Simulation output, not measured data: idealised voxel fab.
process module | voxel lift off
cross-section cut | 295 nm wide | cells 5 nm
A cross-section is a grid of square cells, given in bands from the top down. A band is one or more rows of cells.
Each band's line starts with the height of the band's top and of its bottom, in nm. Then come its materials from left to right, each with its width in nm. One material with "throughout" fills the band from edge to edge. "air" is empty space.
Height 0 is the level under which the wafer as received is all one material. The lowest band goes on downwards, as in "0 down".
A width such as "30 to 40" changes by the same amount from each row of cells to the next, from the band's top row to its bottom row.
"no change" after a step means that no cell of the cross-section changed.
closed voids: empty space of 8 cells or more with no open way to the top, each as width x height at its distance from the left edge, in nm
after a step's settings: what the simulator itself notes on the step
overlay nm, on a step with a mask: how far to the right of its planned place the mask lay; to the left if negative
plan
1 op RECEIVE | material Si
2 op CONFORMAL_DEP | material SiN | thk nm 10
3 op PATTERN | tone open | mask id LINES | material resist | width nm 20 | pitch nm 40 | thk nm 25 | overlay nm 0
4 op DIRECTIONAL_DEP | material Ru | thk nm 15
5 op STRIP | etch materials resist
6 op CONFORMAL_DEP | material SiN | thk nm 10
as received, after step 1
  0 down: Si throughout
  closed voids: none
a wafer at the end: this start, this plan, one mistake
  35 to 25: SiN throughout
  25 to 10: Ru 115 | SiN 20 | Ru 20 | SiN 20 | Ru 120
  10 to 0: SiN throughout
  0 down: Si throughout
  closed voids: none
what went wrong: step 3 ran as: op PATTERN | tone cover | mask id LINES | material resist | width nm 20 | pitch nm 40 | thk nm 25 | overlay nm 0
